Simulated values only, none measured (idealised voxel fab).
Process module, titled voxel quadruple lines
In the cross-section labelled cut, the width is 140 nm and each square cell is 5 nm.
A cross-section is a grid of square cells, given in bands from the top down. A band is one or more rows of cells. Top height, bottom height, nm. Materials left to right, width each, nm. Single material + "all across" = fills band edge to edge. "empty" = empty. A quick word on heights: they are counted from 0, and under that level the wafer as it came to us is one material throughout. The lowest band is different from the rest in having no bottom; it simply continues downward, written as in "0..down". With a width like "30..40", each row of cells in the band differs from the next by the same amount, the top row carrying the first number and the bottom row the second. "remains unaltered" means the step left every cell of the cross-section as it was. The entry titled "Closed void register" provides the empty spaces that have no open way to the top, restricted to those of 8 cells or more. Each is presented as width x height at distance, the distance being measured from the left edge, with all three in nm. Read whatever lies past the settings on a step's line as the simulator's own remark about the step. If you see "overlay nm" on a step's line and that step has a mask, it's telling you how far right of where it was planned the mask ended up; a negative number means it went left instead.

# Process steps - plan
| 1 | op RECEIVE | material Si |
| 2 | op CONFORMAL_DEP | material Al2O3 | thk nm 10 |
| 3 | op DIRECTIONAL_DEP | material W | thk nm 15 |
| 4 | op DIRECTIONAL_DEP | material polySi | thk nm 20 |
| 5 | op DIRECTIONAL_DEP | material aC | thk nm 20 |
| 6 | op PATTERN | tone cover | mask id MANDREL | material resist | width nm 20 | thk nm 25 | overlay nm 0 |
| 7 | op DIRECTIONAL_ETCH | etch materials aC | depth nm 20 |
| 8 | op STRIP | etch materials resist |
| 9 | op CONFORMAL_DEP | material SiO2 | thk nm 10 |
| 10 | op DIRECTIONAL_ETCH | etch materials SiO2 | depth nm 10 |
| 11 | op STRIP | etch materials aC |
| 12 | op DIRECTIONAL_ETCH | etch materials polySi | depth nm 20 |
| 13 | op STRIP | etch materials SiO2 |
| 14 | op CONFORMAL_DEP | material SiN | thk nm 5 |
| 15 | op DIRECTIONAL_ETCH | etch materials SiN | depth nm 5 |
| 16 | op STRIP | etch materials polySi |
| 17 | op DIRECTIONAL_ETCH | etch materials W | depth nm 15 |
| 18 | op STRIP | etch materials SiN |
| 19 | op FILL_DEP | material lowk | thk nm 5 |
| 20 | op CMP | height nm 25 |

# The first of a set of two wafers, run to plan

# Cross-section of the incoming wafer, state after step 1
- 0..down: Si all across
- Closed void register: none

# Wafer section view after processing step 2
- 10..0: Al2O3 all across
- Nothing below the height 0 has changed.

# Wafer section view after processing step 3
- 25..10: W all across
- Nothing below the height 10 has changed.

# Wafer section view after processing step 4
- 45..25: polySi all across
- Nothing below the height 25 has changed.

# Wafer section view after processing step 5
- 65..45: aC all across
- Nothing below the height 45 has changed.

# Wafer section view after processing step 6
- 90..65: empty 60 nm | resist 20 nm | empty 60 nm
- Nothing below the height 65 has changed.

# Wafer section view after processing step 7
- 70..65: empty 60 nm | resist 20 nm | empty 60 nm
- 65..45: empty 60 nm | aC 20 nm | empty 60 nm
- Nothing below the height 45 has changed.

# Wafer section view after processing step 8
- 65..45: empty 60 nm | aC 20 nm | empty 60 nm
- Nothing below the height 45 has changed.

# Wafer section view after processing step 9
- 75..65: empty 50 nm | SiO2 40 nm | empty 50 nm
- 65..55: empty 50 nm | SiO2 10 nm | aC 20 nm | SiO2 10 nm | empty 50 nm
- 55..45: SiO2 60 nm | aC 20 nm | SiO2 60 nm
- Nothing below the height 45 has changed.

# Wafer section view after processing step 10
- 65..45: empty 50 nm | SiO2 10 nm | aC 20 nm | SiO2 10 nm | empty 50 nm
- Nothing below the height 45 has changed.

# Wafer section view after processing step 11
- 65..45: empty 50 nm | SiO2 10 nm | empty 20 nm | SiO2 10 nm | empty 50 nm
- Nothing below the height 45 has changed.

# Wafer section view after processing step 12
- 65..45: empty 50 nm | SiO2 10 nm | empty 20 nm | SiO2 10 nm | empty 50 nm
- 45..25: empty 50 nm | polySi 10 nm | empty 20 nm | polySi 10 nm | empty 50 nm
- Nothing below the height 25 has changed.

# Wafer section view after processing step 13
- 45..25: empty 50 nm | polySi 10 nm | empty 20 nm | polySi 10 nm | empty 50 nm
- Nothing below the height 25 has changed.

# Wafer section view after processing step 14
- 50..45: empty 45 nm | SiN 20 nm | empty 10 nm | SiN 20 nm | empty 45 nm
- 45..30: empty 45 nm | SiN 5 nm | polySi 10 nm | SiN 5 nm | empty 10 nm | SiN 5 nm | polySi 10 nm | SiN 5 nm | empty 45 nm
- 30..25: SiN 50 nm | polySi 10 nm | SiN 20 nm | polySi 10 nm | SiN 50 nm
- Nothing below the height 25 has changed.

# Wafer section view after processing step 15
- 45..25: empty 45 nm | SiN 5 nm | polySi 10 nm | SiN 5 nm | empty 10 nm | SiN 5 nm | polySi 10 nm | SiN 5 nm | empty 45 nm
- Nothing below the height 25 has changed.

# Wafer section view after processing step 16
- 45..25: empty 45 nm | SiN 5 nm | empty 10 nm | SiN 5 nm | empty 10 nm | SiN 5 nm | empty 10 nm | SiN 5 nm | empty 45 nm
- Nothing below the height 25 has changed.

# Wafer section view after processing step 17
- 45..25: empty 45 nm | SiN 5 nm | empty 10 nm | SiN 5 nm | empty 10 nm | SiN 5 nm | empty 10 nm | SiN 5 nm | empty 45 nm
- 25..10: empty 45 nm | W 5 nm | empty 10 nm | W 5 nm | empty 10 nm | W 5 nm | empty 10 nm | W 5 nm | empty 45 nm
- Nothing below the height 10 has changed.

# Wafer section view after processing step 18
- 25..10: empty 45 nm | W 5 nm | empty 10 nm | W 5 nm | empty 10 nm | W 5 nm | empty 10 nm | W 5 nm | empty 45 nm
- Nothing below the height 10 has changed.

# Wafer section view after processing step 19
- 30..25: lowk all across
- 25..10: lowk 45 nm | W 5 nm | lowk 10 nm | W 5 nm | lowk 10 nm | W 5 nm | lowk 10 nm | W 5 nm | lowk 45 nm
- Nothing below the height 10 has changed.

# Wafer section view after processing step 20
- 25..10: lowk 45 nm | W 5 nm | lowk 10 nm | W 5 nm | lowk 10 nm | W 5 nm | lowk 10 nm | W 5 nm | lowk 45 nm
- Nothing below the height 10 has changed.

# The second wafer was prepared from the same starting point and under the same plan as the first; its processing contained one mistake, and it remains indistinguishable from the first wafer up to and including step 5

# Second wafer cross-section, taken as of the time the plan sets for step 6 to be done
- 90..65: empty 60 nm | resist 25 nm | empty 55 nm
- Nothing below the height 65 has changed.

# Second wafer cross-section, taken as of the time the plan sets for step 7 to be done
- 70..65: empty 60 nm | resist 25 nm | empty 55 nm
- 65..45: empty 60 nm | aC 25 nm | empty 55 nm
- Nothing below the height 45 has changed.

# Second wafer cross-section, taken as of the time the plan sets for step 8 to be done
- 65..45: empty 60 nm | aC 25 nm | empty 55 nm
- Nothing below the height 45 has changed.

# Second wafer cross-section, taken as of the time the plan sets for step 9 to be done
- 75..65: empty 50 nm | SiO2 45 nm | empty 45 nm
- 65..55: empty 50 nm | SiO2 10 nm | aC 25 nm | SiO2 10 nm | empty 45 nm
- 55..45: SiO2 60 nm | aC 25 nm | SiO2 55 nm
- Nothing below the height 45 has changed.

# Second wafer cross-section, taken as of the time the plan sets for step 10 to be done
- 65..45: empty 50 nm | SiO2 10 nm | aC 25 nm | SiO2 10 nm | empty 45 nm
- Nothing below the height 45 has changed.

# Second wafer cross-section, taken as of the time the plan sets for step 11 to be done
- 65..45: empty 50 nm | SiO2 10 nm | empty 25 nm | SiO2 10 nm | empty 45 nm
- Nothing below the height 45 has changed.

# Second wafer cross-section, taken as of the time the plan sets for step 12 to be done
- 65..45: empty 50 nm | SiO2 10 nm | empty 25 nm | SiO2 10 nm | empty 45 nm
- 45..25: empty 50 nm | polySi 10 nm | empty 25 nm | polySi 10 nm | empty 45 nm
- Nothing below the height 25 has changed.

# Second wafer cross-section, taken as of the time the plan sets for step 13 to be done
- 45..25: empty 50 nm | polySi 10 nm | empty 25 nm | polySi 10 nm | empty 45 nm
- Nothing below the height 25 has changed.

# Second wafer cross-section, taken as of the time the plan sets for step 14 to be done
- 50..45: empty 45 nm | SiN 20 nm | empty 15 nm | SiN 20 nm | empty 40 nm
- 45..30: empty 45 nm | SiN 5 nm | polySi 10 nm | SiN 5 nm | empty 15 nm | SiN 5 nm | polySi 10 nm | SiN 5 nm | empty 40 nm
- 30..25: SiN 50 nm | polySi 10 nm | SiN 25 nm | polySi 10 nm | SiN 45 nm
- Nothing below the height 25 has changed.

# Second wafer cross-section, taken as of the time the plan sets for step 15 to be done
- 45..25: empty 45 nm | SiN 5 nm | polySi 10 nm | SiN 5 nm | empty 15 nm | SiN 5 nm | polySi 10 nm | SiN 5 nm | empty 40 nm
- Nothing below the height 25 has changed.

# Second wafer cross-section, taken as of the time the plan sets for step 16 to be done
- 45..25: empty 45 nm | SiN 5 nm | empty 10 nm | SiN 5 nm | empty 15 nm | SiN 5 nm | empty 10 nm | SiN 5 nm | empty 40 nm
- Nothing below the height 25 has changed.

# Second wafer cross-section, taken as of the time the plan sets for step 17 to be done
- 45..25: empty 45 nm | SiN 5 nm | empty 10 nm | SiN 5 nm | empty 15 nm | SiN 5 nm | empty 10 nm | SiN 5 nm | empty 40 nm
- 25..10: empty 45 nm | W 5 nm | empty 10 nm | W 5 nm | empty 15 nm | W 5 nm | empty 10 nm | W 5 nm | empty 40 nm
- Nothing below the height 10 has changed.

# Second wafer cross-section, taken as of the time the plan sets for step 18 to be done
- 25..10: empty 45 nm | W 5 nm | empty 10 nm | W 5 nm | empty 15 nm | W 5 nm | empty 10 nm | W 5 nm | empty 40 nm
- Nothing below the height 10 has changed.

# Second wafer cross-section, taken as of the time the plan sets for step 19 to be done
- 30..25: lowk all across
- 25..10: lowk 45 nm | W 5 nm | lowk 10 nm | W 5 nm | lowk 15 nm | W 5 nm | lowk 10 nm | W 5 nm | lowk 40 nm
- Nothing below the height 10 has changed.

# Second wafer cross-section, taken as of the time the plan sets for step 20 to be done
- 25..10: lowk 45 nm | W 5 nm | lowk 10 nm | W 5 nm | lowk 15 nm | W 5 nm | lowk 10 nm | W 5 nm | lowk 40 nm
- Nothing below the height 10 has changed.
Here's what went sideways: step 6 did not happen as planned, as run it was op PATTERN | tone cover | mask id MANDREL | material resist | width nm 25 | thk nm 25 | overlay nm 0
Comparing end states, the material composition by cell count is preserved from the first wafer to the second, while the locations of the cells are not.
